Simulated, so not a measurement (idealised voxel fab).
The document below concerns the process module designated voxel transistor to metal.
The figure presents cross-section cut, which has a width of 200 nm and is divided into square cells with an edge length of 5 nm.
Square cells in a grid make up a cross-section in this document, and the grid is given as bands, listed from the top down, each one or more rows of cells. Each band's line starts with the height of the band's top and of its bottom, in nm. Then come its materials from left to right, each with its width in nm. One material with "all across" fills the band from edge to edge. "empty" is empty space. Ref level 0: as-received wafer is one material below here. Bottom band extends down with no lower bound ("top 0, no bottom"). Width "30..40": first value at the band's top row of cells, second value at its bottom row, equal change from row to row. "nothing changed" for a step: no cell of the cross-section changed in that step. "Enclosed void inventory" contains a list of empty spaces, each no smaller than 8 cells and without an open way to the top, written in the form width x height at distance with the distance from the left edge and all three in nm. On a step's line, text after the settings is the simulator commenting on that step. Each step line may optionally specify "overlay nm", which for a step with a mask gives the rightward distance between the mask's planned place and where it lay, a negative value indicating the leftward direction. Pairs follow: section before one process step, section after it down to the lowest changed band, step with settings underneath. Pairs may come from different runs of this module on the same starting wafer; continuity with the pair above only as stated in the "Prior state" entry.

[Prior state]
> top 45, bottom 30 = empty 80 nm; SiN 10 nm; SiCN 15 nm; SiN 10 nm; empty 85 nm
> top 30, bottom 15 = empty 80 nm; SiN 10 nm; polySi 15 nm; SiN 10 nm; empty 85 nm
> top 15, bottom 5 = empty 60 nm; pSi 20 nm; SiN 10 nm; polySi 15 nm; SiN 10 nm; pSi 20 nm; empty 65 nm
> top 5, bottom 0 = empty 40 nm; pSi 40 nm; SiN 10 nm; polySi 15 nm; SiN 10 nm; pSi 40 nm; empty 45 nm
> top 0, bottom -5 = empty 40 nm; pSi 40 nm; SiO2 35 nm; pSi 40 nm; empty 45 nm
> top -5, bottom -15 = SiO2 50 nm; pSi 30 nm; Si 35 nm; pSi 30 nm; SiO2 55 nm
> top -15, bottom -40 = SiO2 50 nm; Si 95 nm; SiO2 55 nm
> top -40, no bottom = Si all across
> Enclosed void inventory: none

[Post-Step Appearance]
> top 50, bottom 45 = SiO2 all across
> top 45, bottom 30 = SiO2 80 nm; SiN 10 nm; SiCN 15 nm; SiN 10 nm; SiO2 85 nm
> top 30, bottom 15 = SiO2 80 nm; SiN 10 nm; polySi 15 nm; SiN 10 nm; SiO2 85 nm
> top 15, bottom 5 = SiO2 60 nm; pSi 20 nm; SiN 10 nm; polySi 15 nm; SiN 10 nm; pSi 20 nm; SiO2 65 nm
> top 5, bottom 0 = SiO2 40 nm; pSi 40 nm; SiN 10 nm; polySi 15 nm; SiN 10 nm; pSi 40 nm; SiO2 45 nm
> top 0, bottom -5 = SiO2 40 nm; pSi 40 nm; SiO2 35 nm; pSi 40 nm; SiO2 45 nm
> Under the height -5 nothing was changed.
> Enclosed void inventory: none
Q: step between the cross-sections above? A: FILL_DEP (material SiO2; thk nm 5)

Prior state: the after view from the pair directly above serves as the before view here.

[Post-Step Appearance]
> top 45, bottom 30 = SiO2 80 nm; SiN 10 nm; SiCN 15 nm; SiN 10 nm; SiO2 85 nm
> Under the height 30 nothing was changed.
> Enclosed void inventory: none
Q: step between the cross-sections above? A: CMP (height nm 45)

Prior state: the after view from the pair directly above serves as the before view here.

[Post-Step Appearance]
> top 55, bottom 45 = SiO2 all across
> Under the height 45 nothing was changed.
> Enclosed void inventory: none
Q: step between the cross-sections above? A: DIRECTIONAL_DEP (material SiO2; thk nm 10)

Prior state: the after view from the pair directly above serves as the before view here.

[Post-Step Appearance]
> top 55, bottom 45 = SiO2 50 nm; empty 20 nm; SiO2 55 nm; empty 20 nm; SiO2 55 nm
> top 45, bottom 30 = SiO2 50 nm; empty 20 nm; SiO2 10 nm; SiN 10 nm; SiCN 15 nm; SiN 10 nm; SiO2 10 nm; empty 20 nm; SiO2 55 nm
> top 30, bottom 15 = SiO2 50 nm; empty 20 nm; SiO2 10 nm; SiN 10 nm; polySi 15 nm; SiN 10 nm; SiO2 10 nm; empty 20 nm; SiO2 55 nm
> top 15, bottom 5 = SiO2 50 nm; empty 10 nm; pSi 20 nm; SiN 10 nm; polySi 15 nm; SiN 10 nm; pSi 20 nm; empty 10 nm; SiO2 55 nm
> Under the height 5 nothing was changed.
> Enclosed void inventory: none
Q: step between the cross-sections above? A: MASKED_ETCH (tone open; mask id CONTACT; width nm 20; pitch nm 75; etch materials SiO2; depth nm 55; overlay nm 0)

Prior state: the after view from the pair directly above serves as the before view here.

[Post-Step Appearance]
> top 60, bottom 55 = TiN 55 nm; empty 10 nm; TiN 65 nm; empty 10 nm; TiN 60 nm
> top 55, bottom 45 = SiO2 50 nm; TiN 5 nm; empty 10 nm; TiN 5 nm; SiO2 55 nm; TiN 5 nm; empty 10 nm; TiN 5 nm; SiO2 55 nm
> top 45, bottom 30 = SiO2 50 nm; TiN 5 nm; empty 10 nm; TiN 5 nm; SiO2 10 nm; SiN 10 nm; SiCN 15 nm; SiN 10 nm; SiO2 10 nm; TiN 5 nm; empty 10 nm; TiN 5 nm; SiO2 55 nm
> top 30, bottom 20 = SiO2 50 nm; TiN 5 nm; empty 10 nm; TiN 5 nm; SiO2 10 nm; SiN 10 nm; polySi 15 nm; SiN 10 nm; SiO2 10 nm; TiN 5 nm; empty 10 nm; TiN 5 nm; SiO2 55 nm
> top 20, bottom 15 = SiO2 50 nm; TiN 20 nm; SiO2 10 nm; SiN 10 nm; polySi 15 nm; SiN 10 nm; SiO2 10 nm; TiN 20 nm; SiO2 55 nm
> top 15, bottom 5 = SiO2 50 nm; TiN 10 nm; pSi 20 nm; SiN 10 nm; polySi 15 nm; SiN 10 nm; pSi 20 nm; TiN 10 nm; SiO2 55 nm
> Under the height 5 nothing was changed.
> Enclosed void inventory: none
Q: step between the cross-sections above? A: CONFORMAL_DEP (material TiN; thk nm 5)

Prior state: the after view from the pair directly above serves as the before view here.

[Post-Step Appearance]
> top 70, bottom 60 = Ru all across
> top 60, bottom 55 = TiN 55 nm; Ru 10 nm; TiN 65 nm; Ru 10 nm; TiN 60 nm
> top 55, bottom 45 = SiO2 50 nm; TiN 5 nm; Ru 10 nm; TiN 5 nm; SiO2 55 nm; TiN 5 nm; Ru 10 nm; TiN 5 nm; SiO2 55 nm
> top 45, bottom 30 = SiO2 50 nm; TiN 5 nm; Ru 10 nm; TiN 5 nm; SiO2 10 nm; SiN 10 nm; SiCN 15 nm; SiN 10 nm; SiO2 10 nm; TiN 5 nm; Ru 10 nm; TiN 5 nm; SiO2 55 nm
> top 30, bottom 20 = SiO2 50 nm; TiN 5 nm; Ru 10 nm; TiN 5 nm; SiO2 10 nm; SiN 10 nm; polySi 15 nm; SiN 10 nm; SiO2 10 nm; TiN 5 nm; Ru 10 nm; TiN 5 nm; SiO2 55 nm
> Under the height 20 nothing was changed.
> Enclosed void inventory: none
Q: step between the cross-sections above? A: FILL_DEP (material Ru; thk nm 10)

Prior state: the after view from the pair directly above serves as the before view here.

[Post-Step Appearance]
> top 55, bottom 45 = SiO2 50 nm; TiN 5 nm; Ru 10 nm; TiN 5 nm; SiO2 55 nm; TiN 5 nm; Ru 10 nm; TiN 5 nm; SiO2 55 nm
> Under the height 45 nothing was changed.
> Enclosed void inventory: none
Q: step between the cross-sections above? A: CMP (height nm 55)

Prior state: the after view from the pair directly above serves as the before view here.

[Post-Step Appearance]
> top 60, bottom 55 = SiCN all across
> Under the height 55 nothing was changed.
> Enclosed void inventory: none
Q: step between the cross-sections above? A: CONFORMAL_DEP (material SiCN; thk nm 5)

Prior state: the after view from the pair directly above serves as the before view here.

[Post-Step Appearance]
> top 80, bottom 60 = SiO2 all across
> Under the height 60 nothing was changed.
> Enclosed void inventory: none
Q: step between the cross-sections above? A: DIRECTIONAL_DEP (material SiO2; thk nm 20)

Prior state: the after view from the pair directly above serves as the before view here.

[Post-Step Appearance]
> top 80, bottom 60 = SiO2 50 nm; empty 20 nm; SiO2 55 nm; empty 20 nm; SiO2 55 nm
> Under the height 60 nothing was changed.
> Enclosed void inventory: none
Q: step between the cross-sections above? A: MASKED_ETCH (tone open; mask id METAL_1; width nm 20; pitch nm 75; etch materials SiO2; depth nm 20; overlay nm 0)

Prior state: the after view from the pair directly above serves as the before view here.

[Post-Step Appearance]
> top 80, bottom 60 = SiO2 50 nm; empty 20 nm; SiO2 55 nm; empty 20 nm; SiO2 55 nm
> top 60, bottom 55 = SiCN 50 nm; empty 20 nm; SiCN 55 nm; empty 20 nm; SiCN 55 nm
> Under the height 55 nothing was changed.
> Enclosed void inventory: none
Q: step between the cross-sections above? A: MASKED_ETCH (tone open; mask id METAL_1; width nm 20; pitch nm 75; etch materials SiCN; depth nm 5; overlay nm 0)

Prior state: the after view from the pair directly above serves as the before view here.

[Post-Step Appearance]
> top 85, bottom 80 = TiN 55 nm; empty 10 nm; TiN 65 nm; empty 10 nm; TiN 60 nm
> top 80, bottom 60 = SiO2 50 nm; TiN 5 nm; empty 10 nm; TiN 5 nm; SiO2 55 nm; TiN 5 nm; empty 10 nm; TiN 5 nm; SiO2 55 nm
> top 60, bottom 55 = SiCN 50 nm; TiN 20 nm; SiCN 55 nm; TiN 20 nm; SiCN 55 nm
> Under the height 55 nothing was changed.
> Enclosed void inventory: none
Q: step between the cross-sections above? A: CONFORMAL_DEP (material TiN; thk nm 5)

Prior state: the after view from the pair directly above serves as the before view here.

[Post-Step Appearance]
> top 90, bottom 85 = Cu all across
> top 85, bottom 80 = TiN 55 nm; Cu 10 nm; TiN 65 nm; Cu 10 nm; TiN 60 nm
> top 80, bottom 60 = SiO2 50 nm; TiN 5 nm; Cu 10 nm; TiN 5 nm; SiO2 55 nm; TiN 5 nm; Cu 10 nm; TiN 5 nm; SiO2 55 nm
> Under the height 60 nothing was changed.
> Enclosed void inventory: none
Q: step between the cross-sections above? A: FILL_DEP (material Cu; thk nm 5)

Prior state: the after view from the pair directly above serves as the before view here.

[Post-Step Appearance]
> top 80, bottom 60 = SiO2 50 nm; TiN 5 nm; Cu 10 nm; TiN 5 nm; SiO2 55 nm; TiN 5 nm; Cu 10 nm; TiN 5 nm; SiO2 55 nm
> Under the height 60 nothing was changed.
> Enclosed void inventory: none
Q: step between the cross-sections above? A: CMP (height nm 80)

Prior state: the after view from the pair directly above serves as the before view here.

[Post-Step Appearance]
> top 85, bottom 80 = SiCN all across
> Under the height 80 nothing was changed.
> Enclosed void inventory: none
Q: step between the cross-sections above? A: CONFORMAL_DEP (material SiCN; thk nm 5)

Prior state: the after view from the pair directly above serves as the before view here.

[Post-Step Appearance]
> top 120, bottom 85 = lowk all across
> Under the height 85 nothing was changed.
> Enclosed void inventory: none
Q: step between the cross-sections above? A: DIRECTIONAL_DEP (material lowk; thk nm 35)

Prior state: the after view from the pair directly above serves as the before view here.

[Post-Step Appearance]
> top 135, bottom 120 = resist 50 nm; empty 20 nm; resist 55 nm; empty 20 nm; resist 55 nm
> Under the height 120 nothing was changed.
> Enclosed void inventory: none
Q: step between the cross-sections above? A: PATTERN (tone open; mask id METAL_2; material resist; width nm 20; pitch nm 75; thk nm 15; overlay nm 0)

Prior state: the after view from the pair directly above serves as the before view here.

[Post-Step Appearance]
> top 135, bottom 120 = resist 50 nm; empty 20 nm; resist 55 nm; empty 20 nm; resist 55 nm
> top 120, bottom 100 = lowk 50 nm; empty 20 nm; lowk 55 nm; empty 20 nm; lowk 55 nm
> Under the height 100 nothing was changed.
> Enclosed void inventory: none
Q: step between the cross-sections above? A: DIRECTIONAL_ETCH (etch materials lowk; depth nm 20)

Prior state: the after view from the pair directly above serves as the before view here.

[Post-Step Appearance]
> top 120, bottom 100 = lowk 50 nm; empty 20 nm; lowk 55 nm; empty 20 nm; lowk 55 nm
> Under the height 100 nothing was changed.
> Enclosed void inventory: none
Q: step between the cross-sections above? A: STRIP (etch materials resist)

Prior state: the after view from the pair directly above serves as the before view here.

[Post-Step Appearance]
> top 120, bottom 100 = lowk 50 nm; empty 20 nm; lowk 55 nm; empty 20 nm; lowk 55 nm
> top 100, bottom 85 = lowk 50 nm; empty 15 nm; lowk 60 nm; empty 15 nm; lowk 60 nm
> Under the height 85 nothing was changed.
> Enclosed void inventory: none
Q: step between the cross-sections above? A: MASKED_ETCH (tone open; mask id METAL_2_HOLES; width nm 15; pitch nm 75; etch materials lowk; depth nm 15; overlay nm 0)

Prior state: the after view from the pair directly above serves as the before view here.

[Post-Step Appearance]
> top 120, bottom 100 = lowk 50 nm; empty 20 nm; lowk 55 nm; empty 20 nm; lowk 55 nm
> top 100, bottom 85 = lowk 50 nm; empty 15 nm; lowk 60 nm; empty 15 nm; lowk 60 nm
> top 85, bottom 80 = SiCN 50 nm; empty 15 nm; SiCN 60 nm; empty 15 nm; SiCN 60 nm
> Under the height 80 nothing was changed.
> Enclosed void inventory: none
Q: step between the cross-sections above? A: MASKED_ETCH (tone open; mask id METAL_2_HOLES; width nm 15; pitch nm 75; etch materials SiCN; depth nm 5; overlay nm 0)

Prior state: the after view from the pair directly above serves as the before view here.

[Post-Step Appearance]
> top 125, bottom 120 = TiN 55 nm; empty 10 nm; TiN 65 nm; empty 10 nm; TiN 60 nm
> top 120, bottom 105 = lowk 50 nm; TiN 5 nm; empty 10 nm; TiN 5 nm; lowk 55 nm; TiN 5 nm; empty 10 nm; TiN 5 nm; lowk 55 nm
> top 105, bottom 100 = lowk 50 nm; TiN 5 nm; empty 5 nm; TiN 10 nm; lowk 55 nm; TiN 5 nm; empty 5 nm; TiN 10 nm; lowk 55 nm
> top 100, bottom 85 = lowk 50 nm; TiN 5 nm; empty 5 nm; TiN 5 nm; lowk 60 nm; TiN 5 nm; empty 5 nm; TiN 5 nm; lowk 60 nm
> top 85, bottom 80 = SiCN 50 nm; TiN 15 nm; SiCN 60 nm; TiN 15 nm; SiCN 60 nm
> Under the height 80 nothing was changed.
> Enclosed void inventory: none
Q: step between the cross-sections above? A: CONFORMAL_DEP (material TiN; thk nm 5)

Prior state: the after view from the pair directly above serves as the before view here.

[Post-Step Appearance]
> top 130, bottom 125 = Ru all across
> top 125, bottom 120 = TiN 55 nm; Ru 10 nm; TiN 65 nm; Ru 10 nm; TiN 60 nm
> top 120, bottom 105 = lowk 50 nm; TiN 5 nm; Ru 10 nm; TiN 5 nm; lowk 55 nm; TiN 5 nm; Ru 10 nm; TiN 5 nm; lowk 55 nm
> top 105, bottom 100 = lowk 50 nm; TiN 5 nm; Ru 5 nm; TiN 10 nm; lowk 55 nm; TiN 5 nm; Ru 5 nm; TiN 10 nm; lowk 55 nm
> top 100, bottom 85 = lowk 50 nm; TiN 5 nm; Ru 5 nm; TiN 5 nm; lowk 60 nm; TiN 5 nm; Ru 5 nm; TiN 5 nm; lowk 60 nm
> Under the height 85 nothing was changed.
> Enclosed void inventory: none
Q: step between the cross-sections above? A: FILL_DEP (material Ru; thk nm 5)

Prior state: the after view from the pair directly above serves as the before view here.

[Post-Step Appearance]
> top 120, bottom 105 = lowk 50 nm; TiN 5 nm; Ru 10 nm; TiN 5 nm; lowk 55 nm; TiN 5 nm; Ru 10 nm; TiN 5 nm; lowk 55 nm
> Under the height 105 nothing was changed.
> Enclosed void inventory: none
Q: step between the cross-sections above? A: CMP (height nm 120)

Prior state: the after view from the pair directly above serves as the before view here.

[Post-Step Appearance]
> top 125, bottom 120 = SiN all across
> Under the height 120 nothing was changed.
> Enclosed void inventory: none
Q: step between the cross-sections above? A: CONFORMAL_DEP (material SiN; thk nm 5)

[Prior state]
> top 120, bottom 100 = lowk 50 nm; empty 20 nm; lowk 55 nm; empty 20 nm; lowk 55 nm
> top 100, bottom 85 = lowk all across
> top 85, bottom 80 = SiCN all across
> top 80, bottom 60 = SiO2 50 nm; TiN 5 nm; Cu 10 nm; TiN 5 nm; SiO2 55 nm; TiN 5 nm; Cu 10 nm; TiN 5 nm; SiO2 55 nm
> top 60, bottom 55 = SiCN 50 nm; TiN 20 nm; SiCN 55 nm; TiN 20 nm; SiCN 55 nm
> top 55, bottom 45 = SiO2 50 nm; TiN 5 nm; Ru 10 nm; TiN 5 nm; SiO2 55 nm; TiN 5 nm; Ru 10 nm; TiN 5 nm; SiO2 55 nm
> top 45, bottom 30 = SiO2 50 nm; TiN 5 nm; Ru 10 nm; TiN 5 nm; SiO2 10 nm; SiN 10 nm; SiCN 15 nm; SiN 10 nm; SiO2 10 nm; TiN 5 nm; Ru 10 nm; TiN 5 nm; SiO2 55 nm
> top 30, bottom 15 = SiO2 50 nm; TiN 5 nm; Ru 10 nm; TiN 5 nm; SiO2 10 nm; SiN 10 nm; polySi 15 nm; SiN 10 nm; SiO2 10 nm; TiN 5 nm; Ru 10 nm; TiN 5 nm; SiO2 55 nm
> top 15, bottom 10 = SiO2 50 nm; TiN 5 nm; Ru 5 nm; TiN 10 nm; SiO2 10 nm; SiN 10 nm; polySi 15 nm; SiN 10 nm; SiO2 10 nm; TiN 10 nm; Ru 5 nm; TiN 5 nm; SiO2 55 nm
> top 10, bottom 5 = SiO2 50 nm; TiN 5 nm; Ru 5 nm; TiN 5 nm; pSi 15 nm; SiN 10 nm; polySi 15 nm; SiN 10 nm; pSi 15 nm; TiN 5 nm; Ru 5 nm; TiN 5 nm; SiO2 55 nm
> top 5, bottom 0 = SiO2 50 nm; TiN 15 nm; pSi 15 nm; SiN 10 nm; polySi 15 nm; SiN 10 nm; pSi 15 nm; TiN 15 nm; SiO2 55 nm
> top 0, bottom -5 = SiO2 45 nm; pSi 35 nm; SiO2 35 nm; pSi 35 nm; SiO2 50 nm
> top -5, bottom -15 = SiO2 50 nm; pSi 30 nm; Si 35 nm; pSi 30 nm; SiO2 55 nm
> top -15, bottom -40 = SiO2 50 nm; Si 95 nm; SiO2 55 nm
> top -40, no bottom = Si all across
> Enclosed void inventory: none

[Post-Step Appearance]
> top 120, bottom 105 = lowk 45 nm; empty 25 nm; lowk 50 nm; empty 25 nm; lowk 55 nm
> top 105, bottom 85 = lowk 50 nm; empty 20 nm; lowk 55 nm; empty 20 nm; lowk 55 nm
> Under the height 85 nothing was changed.
> Enclosed void inventory: none
Q: step between the cross-sections above? A: MASKED_ETCH (tone open; mask id METAL_2_HOLES; width nm 25; pitch nm 75; etch materials lowk; depth nm 15; overlay nm 0)

Prior state: the after view from the pair directly above serves as the before view here.

[Post-Step Appearance]
> top 120, bottom 105 = lowk 45 nm; empty 25 nm; lowk 50 nm; empty 25 nm; lowk 55 nm
> top 105, bottom 85 = lowk 50 nm; empty 20 nm; lowk 55 nm; empty 20 nm; lowk 55 nm
> top 85, bottom 80 = SiCN 50 nm; empty 15 nm; SiCN 60 nm; empty 15 nm; SiCN 60 nm
> Under the height 80 nothing was changed.
> Enclosed void inventory: none
Q: step between the cross-sections above? A: MASKED_ETCH (tone open; mask id METAL_2_HOLES; width nm 15; pitch nm 75; etch materials SiCN; depth nm 5; overlay nm 0)

Prior state: the after view from the pair directly above serves as the before view here.

[Post-Step Appearance]
> top 125, bottom 120 = TiN 50 nm; empty 15 nm; TiN 60 nm; empty 15 nm; TiN 60 nm
> top 120, bottom 110 = lowk 45 nm; TiN 5 nm; empty 15 nm; TiN 5 nm; lowk 50 nm; TiN 5 nm; empty 15 nm; TiN 5 nm; lowk 55 nm
> top 110, bottom 105 = lowk 45 nm; TiN 10 nm; empty 10 nm; TiN 5 nm; lowk 50 nm; TiN 10 nm; empty 10 nm; TiN 5 nm; lowk 55 nm
> top 105, bottom 90 = lowk 50 nm; TiN 5 nm; empty 10 nm; TiN 5 nm; lowk 55 nm; TiN 5 nm; empty 10 nm; TiN 5 nm; lowk 55 nm
> top 90, bottom 85 = lowk 50 nm; TiN 5 nm; empty 5 nm; TiN 10 nm; lowk 55 nm; TiN 5 nm; empty 5 nm; TiN 10 nm; lowk 55 nm
> top 85, bottom 80 = SiCN 50 nm; TiN 15 nm; SiCN 60 nm; TiN 15 nm; SiCN 60 nm
> Under the height 80 nothing was changed.
> Enclosed void inventory: none
Q: step between the cross-sections above? A: CONFORMAL_DEP (material TiN; thk nm 5)

Prior state: the after view from the pair directly above serves as the before view here.

[Post-Step Appearance]
> top 130, bottom 125 = Ru all across
> top 125, bottom 120 = TiN 50 nm; Ru 15 nm; TiN 60 nm; Ru 15 nm; TiN 60 nm
> top 120, bottom 110 = lowk 45 nm; TiN 5 nm; Ru 15 nm; TiN 5 nm; lowk 50 nm; TiN 5 nm; Ru 15 nm; TiN 5 nm; lowk 55 nm
> top 110, bottom 105 = lowk 45 nm; TiN 10 nm; Ru 10 nm; TiN 5 nm; lowk 50 nm; TiN 10 nm; Ru 10 nm; TiN 5 nm; lowk 55 nm
> top 105, bottom 90 = lowk 50 nm; TiN 5 nm; Ru 10 nm; TiN 5 nm; lowk 55 nm; TiN 5 nm; Ru 10 nm; TiN 5 nm; lowk 55 nm
> top 90, bottom 85 = lowk 50 nm; TiN 5 nm; Ru 5 nm; TiN 10 nm; lowk 55 nm; TiN 5 nm; Ru 5 nm; TiN 10 nm; lowk 55 nm
> Under the height 85 nothing was changed.
> Enclosed void inventory: none
Q: step between the cross-sections above? A: FILL_DEP (material Ru; thk nm 5)

Prior state: the after view from the pair directly above serves as the before view here.

[Post-Step Appearance]
> top 120, bottom 110 = lowk 45 nm; TiN 5 nm; Ru 15 nm; TiN 5 nm; lowk 50 nm; TiN 5 nm; Ru 15 nm; TiN 5 nm; lowk 55 nm
> Under the height 110 nothing was changed.
> Enclosed void inventory: none
Q: step between the cross-sections above? A: CMP (height nm 120)

Prior state: the after view from the pair directly above serves as the before view here.

[Post-Step Appearance]
> top 125, bottom 120 = SiN all across
> Under the height 120 nothing was changed.
> Enclosed void inventory: none
Q: step between the cross-sections above? A: CONFORMAL_DEP (material SiN; thk nm 5)

[Prior state]
> top 120, bottom 85 = lowk all across
> top 85, bottom 80 = SiCN all across
> top 80, bottom 60 = SiO2 50 nm; TiN 5 nm; Cu 10 nm; TiN 5 nm; SiO2 55 nm; TiN 5 nm; Cu 10 nm; TiN 5 nm; SiO2 55 nm
> top 60, bottom 55 = SiCN 50 nm; TiN 20 nm; SiCN 55 nm; TiN 20 nm; SiCN 55 nm
> top 55, bottom 45 = SiO2 50 nm; TiN 5 nm; Ru 10 nm; TiN 5 nm; SiO2 55 nm; TiN 5 nm; Ru 10 nm; TiN 5 nm; SiO2 55 nm
> top 45, bottom 30 = SiO2 50 nm; TiN 5 nm; Ru 10 nm; TiN 5 nm; SiO2 10 nm; SiN 10 nm; SiCN 15 nm; SiN 10 nm; SiO2 10 nm; TiN 5 nm; Ru 10 nm; TiN 5 nm; SiO2 55 nm
> top 30, bottom 15 = SiO2 50 nm; TiN 5 nm; Ru 10 nm; TiN 5 nm; SiO2 10 nm; SiN 10 nm; polySi 15 nm; SiN 10 nm; SiO2 10 nm; TiN 5 nm; Ru 10 nm; TiN 5 nm; SiO2 55 nm
> top 15, bottom 10 = SiO2 50 nm; TiN 5 nm; Ru 5 nm; TiN 10 nm; SiO2 10 nm; SiN 10 nm; polySi 15 nm; SiN 10 nm; SiO2 10 nm; TiN 10 nm; Ru 5 nm; TiN 5 nm; SiO2 55 nm
> top 10, bottom 5 = SiO2 50 nm; TiN 5 nm; Ru 5 nm; TiN 5 nm; pSi 15 nm; SiN 10 nm; polySi 15 nm; SiN 10 nm; pSi 15 nm; TiN 5 nm; Ru 5 nm; TiN 5 nm; SiO2 55 nm
> top 5, bottom 0 = SiO2 50 nm; TiN 15 nm; pSi 15 nm; SiN 10 nm; polySi 15 nm; SiN 10 nm; pSi 15 nm; TiN 15 nm; SiO2 55 nm
> top 0, bottom -5 = SiO2 45 nm; pSi 35 nm; SiO2 35 nm; pSi 35 nm; SiO2 50 nm
> top -5, bottom -15 = SiO2 50 nm; pSi 30 nm; Si 35 nm; pSi 30 nm; SiO2 55 nm
> top -15, bottom -40 = SiO2 50 nm; Si 95 nm; SiO2 55 nm
> top -40, no bottom = Si all across
> Enclosed void inventory: none

[Post-Step Appearance]
> top 135, bottom 120 = resist 45 nm; empty 20 nm; resist 55 nm; empty 20 nm; resist 60 nm
> Under the height 120 nothing was changed.
> Enclosed void inventory: none
Q: step between the cross-sections above? A: PATTERN (tone open; mask id METAL_2; material resist; width nm 20; pitch nm 75; thk nm 15; overlay nm -5)

Prior state: the after view from the pair directly above serves as the before view here.

[Post-Step Appearance]
> top 135, bottom 120 = resist 45 nm; empty 20 nm; resist 55 nm; empty 20 nm; resist 60 nm
> top 120, bottom 100 = lowk 45 nm; empty 20 nm; lowk 55 nm; empty 20 nm; lowk 60 nm
> Under the height 100 nothing was changed.
> Enclosed void inventory: none
Q: step between the cross-sections above? A: DIRECTIONAL_ETCH (etch materials lowk; depth nm 20)

Prior state: the after view from the pair directly above serves as the before view here.

[Post-Step Appearance]
> top 120, bottom 100 = lowk 45 nm; empty 20 nm; lowk 55 nm; empty 20 nm; lowk 60 nm
> Under the height 100 nothing was changed.
> Enclosed void inventory: none
Q: step between the cross-sections above? A: STRIP (etch materials resist)

Prior state: the after view from the pair directly above serves as the before view here.

[Post-Step Appearance]
> top 120, bottom 100 = lowk 45 nm; empty 20 nm; lowk 55 nm; empty 20 nm; lowk 60 nm
> top 100, bottom 85 = lowk 50 nm; empty 15 nm; lowk 60 nm; empty 15 nm; lowk 60 nm
> Under the height 85 nothing was changed.
> Enclosed void inventory: none
Q: step between the cross-sections above? A: MASKED_ETCH (tone open; mask id METAL_2_HOLES; width nm 15; pitch nm 75; etch materials lowk; depth nm 15; overlay nm 0)

Prior state: the after view from the pair directly above serves as the before view here.

[Post-Step Appearance]
> top 120, bottom 100 = lowk 45 nm; empty 20 nm; lowk 55 nm; empty 20 nm; lowk 60 nm
> top 100, bottom 85 = lowk 50 nm; empty 15 nm; lowk 60 nm; empty 15 nm; lowk 60 nm
> top 85, bottom 80 = SiCN 50 nm; empty 15 nm; SiCN 60 nm; empty 15 nm; SiCN 60 nm
> Under the height 80 nothing was changed.
> Enclosed void inventory: none
Q: step between the cross-sections above? A: MASKED_ETCH (tone open; mask id METAL_2_HOLES; width nm 15; pitch nm 75; etch materials SiCN; depth nm 5; overlay nm 0)

Prior state: the after view from the pair directly above serves as the before view here.

[Post-Step Appearance]
> top 125, bottom 120 = TiN 50 nm; empty 10 nm; TiN 65 nm; empty 10 nm; TiN 65 nm
> top 120, bottom 105 = lowk 45 nm; TiN 5 nm; empty 10 nm; TiN 5 nm; lowk 55 nm; TiN 5 nm; empty 10 nm; TiN 5 nm; lowk 60 nm
> top 105, bottom 100 = lowk 45 nm; TiN 10 nm; empty 5 nm; TiN 5 nm; lowk 55 nm; TiN 10 nm; empty 5 nm; TiN 5 nm; lowk 60 nm
> top 100, bottom 85 = lowk 50 nm; TiN 5 nm; empty 5 nm; TiN 5 nm; lowk 60 nm; TiN 5 nm; empty 5 nm; TiN 5 nm; lowk 60 nm
> top 85, bottom 80 = SiCN 50 nm; TiN 15 nm; SiCN 60 nm; TiN 15 nm; SiCN 60 nm
> Under the height 80 nothing was changed.
> Enclosed void inventory: none
Q: step between the cross-sections above? A: CONFORMAL_DEP (material TiN; thk nm 5)

Prior state: the after view from the pair directly above serves as the before view here.

[Post-Step Appearance]
> top 130, bottom 125 = Ru all across
> top 125, bottom 120 = TiN 50 nm; Ru 10 nm; TiN 65 nm; Ru 10 nm; TiN 65 nm
> top 120, bottom 105 = lowk 45 nm; TiN 5 nm; Ru 10 nm; TiN 5 nm; lowk 55 nm; TiN 5 nm; Ru 10 nm; TiN 5 nm; lowk 60 nm
> top 105, bottom 100 = lowk 45 nm; TiN 10 nm; Ru 5 nm; TiN 5 nm; lowk 55 nm; TiN 10 nm; Ru 5 nm; TiN 5 nm; lowk 60 nm
> top 100, bottom 85 = lowk 50 nm; TiN 5 nm; Ru 5 nm; TiN 5 nm; lowk 60 nm; TiN 5 nm; Ru 5 nm; TiN 5 nm; lowk 60 nm
> Under the height 85 nothing was changed.
> Enclosed void inventory: none
Q: step between the cross-sections above? A: FILL_DEP (material Ru; thk nm 5)

Prior state: the after view from the pair directly above serves as the before view here.

[Post-Step Appearance]
> top 120, bottom 105 = lowk 45 nm; TiN 5 nm; Ru 10 nm; TiN 5 nm; lowk 55 nm; TiN 5 nm; Ru 10 nm; TiN 5 nm; lowk 60 nm
> Under the height 105 nothing was changed.
> Enclosed void inventory: none
Q: step between the cross-sections above? A: CMP (height nm 120)

Prior state: the after view from the pair directly above serves as the before view here.

[Post-Step Appearance]
> top 125, bottom 120 = SiN all across
> Under the height 120 nothing was changed.
> Enclosed void inventory: none
Q: step between the cross-sections above? A: CONFORMAL_DEP (material SiN; thk nm 5)

[Prior state]
> top 45, bottom 30 = empty 80 nm; SiN 10 nm; SiCN 15 nm; SiN 10 nm; empty 85 nm
> top 30, bottom 10 = empty 80 nm; SiN 10 nm; polySi 15 nm; SiN 10 nm; empty 85 nm
> top 10, bottom 0 = empty 65 nm; pSi 15 nm; SiN 10 nm; polySi 15 nm; SiN 10 nm; pSi 15 nm; empty 70 nm
> top 0, bottom -5 = empty 45 nm; pSi 35 nm; SiO2 35 nm; pSi 35 nm; empty 50 nm
> top -5, bottom -15 = SiO2 50 nm; pSi 30 nm; Si 35 nm; pSi 30 nm; SiO2 55 nm
> top -15, bottom -40 = SiO2 50 nm; Si 95 nm; SiO2 55 nm
> top -40, no bottom = Si all across
> Enclosed void inventory: none

[Post-Step Appearance]
> top 50, bottom 45 = polySi all across
> top 45, bottom 30 = polySi 80 nm; SiN 10 nm; SiCN 15 nm; SiN 10 nm; polySi 85 nm
> top 30, bottom 10 = polySi 80 nm; SiN 10 nm; polySi 15 nm; SiN 10 nm; polySi 85 nm
> top 10, bottom 0 = polySi 65 nm; pSi 15 nm; SiN 10 nm; polySi 15 nm; SiN 10 nm; pSi 15 nm; polySi 70 nm
> top 0, bottom -5 = polySi 45 nm; pSi 35 nm; SiO2 35 nm; pSi 35 nm; polySi 50 nm
> Under the height -5 nothing was changed.
> Enclosed void inventory: none
Q: step between the cross-sections above? A: FILL_DEP (material polySi; thk nm 5)

Prior state: the after view from the pair directly above serves as the before view here.

[Post-Step Appearance]
> top 45, bottom 30 = polySi 80 nm; SiN 10 nm; SiCN 15 nm; SiN 10 nm; polySi 85 nm
> Under the height 30 nothing was changed.
> Enclosed void inventory: none
Q: step between the cross-sections above? A: CMP (height nm 45)
